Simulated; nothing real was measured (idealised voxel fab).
Process module in this document: voxel capacitor over wiring
Cross-sectional view cut (width: 165 nm; square cell size: 5 nm).
Reading order for cross-sections: top band down to bottom band. Underlying form: a grid of square cells. Band size: one or more rows of cells. Read a band's entry like this: the first values are the height of its top and the height of its bottom in nm, and what follows is the sequence of materials from left to right, each with its width in nm. Note that "empty" is empty space, and that a single material marked "everywhere" reaches across the band from edge to edge. Height is counted from the level 0, under which the received wafer is composed throughout of one material. The lowest of the bands is not closed at the bottom but continues downward, in the notation "from 0 down". It should be noted that a width expressed as "30 to 40" varies in equal increments from row to row of cells within the band, taking the value of the first number at the top row and that of the second number at the bottom row. "no alterations made" after a step means that no cell of the cross-section changed. Closed-off voids of 8+ cells (no open route to the top) go in "Catalogued sealed voids", written width x height at distance from the left edge, in nm. Formally, on a step line, whatever follows the settings is a remark that the simulator itself makes on the step. You can add "overlay nm" to a step's line. For a step with a mask, it describes how far the mask lay to the right of its planned position, and a negative number describes a lay to the left.
# Planned process steps
- 1: RECEIVE,material Si
- 2: CONFORMAL_DEP,material SiO2,thk nm 10
- 3: DIRECTIONAL_DEP,material TiN,thk nm 5
- 4: DIRECTIONAL_DEP,material W,thk nm 15
- 5: PATTERN,tone cover,mask id METAL_1,material resist,width nm 30,pitch nm 85,thk nm 15,overlay nm 0
- 6: DIRECTIONAL_ETCH,etch materials W,depth nm 15
- 7: DIRECTIONAL_ETCH,etch materials TiN,depth nm 5
- 8: STRIP,etch materials resist
- 9: FILL_DEP,material SiO2,thk nm 5
- 10: CMP,height nm 30
- 11: CONFORMAL_DEP,material SiCN,thk nm 5
- 12: DIRECTIONAL_DEP,material SiO2,thk nm 10
- 13: MASKED_ETCH,tone open,mask id PLUG_1,width nm 15,etch materials SiO2,depth nm 10,overlay nm 0
- 14: MASKED_ETCH,tone open,mask id PLUG_1,width nm 15,etch materials SiCN,depth nm 5,overlay nm 0
- 15: EPI,material Ru,thk nm 10
- 16: EPI,material Ru,thk nm 5
- 17: DIRECTIONAL_DEP,material TiN,thk nm 5
- 18: DIRECTIONAL_DEP,material SiN,thk nm 5
- 19: DIRECTIONAL_DEP,material TiN,thk nm 5
- 20: MASKED_ETCH,tone cover,mask id UPPER_PLATE,width nm 60,etch materials TiN,depth nm 5,overlay nm 0
- 21: MASKED_ETCH,tone cover,mask id UPPER_PLATE,width nm 60,etch materials SiN,depth nm 5,overlay nm 0
- 22: MASKED_ETCH,tone cover,mask id LOWER_PLATE,width nm 70,etch materials TiN,depth nm 5,overlay nm 0
- 23: FILL_DEP,material SiO2,thk nm 20
- 24: CMP,height nm 75
- 25: PATTERN,tone open,mask id PLUG_2,material resist,width nm 15,thk nm 20,overlay nm 0
- 26: DIRECTIONAL_ETCH,etch materials SiO2,depth nm 15
- 27: STRIP,etch materials resist
- 28: CONFORMAL_DEP,material TiN,thk nm 5
- 29: FILL_DEP,material W,thk nm 5
- 30: CMP,height nm 75
- 31: CONFORMAL_DEP,material SiN,thk nm 5
# Here's what the wafer looked like in cross-section when it arrived - that's after step 1
from 0 down = Si everywhere
Catalogued sealed voids: none
# Same starting wafer, same plan as above, one mistake in the execution; this is the cross-section at the end of the module
from 80 to 75 = SiN everywhere
from 75 to 65 = SiO2 50, TiN 5, W 5, TiN 5, SiO2 100
from 65 to 55 = SiO2 50 to 55, TiN 15 to 45, SiO2 100 to 65
from 55 to 50 = SiO2 55, SiN 45, SiO2 65
from 50 to 45 = SiO2 35, TiN 5, SiO2 15, TiN 50, SiO2 60
from 45 to 40 = SiO2 40, TiN 15, SiO2 110
from 40 to 35 = SiO2 40, SiN 15, SiO2 110
from 35 to 30 = SiCN 40, TiN 15, SiCN 110
from 30 to 25 = SiO2 everywhere
from 25 to 10 = SiO2 25, W 30, SiO2 55, W 30, SiO2 25
from 10 to 0 = SiO2 everywhere
from 0 down = Si everywhere
Catalogued sealed voids: none
The mistake made against the process plan was this: step 3 of the plan was omitted and not executed
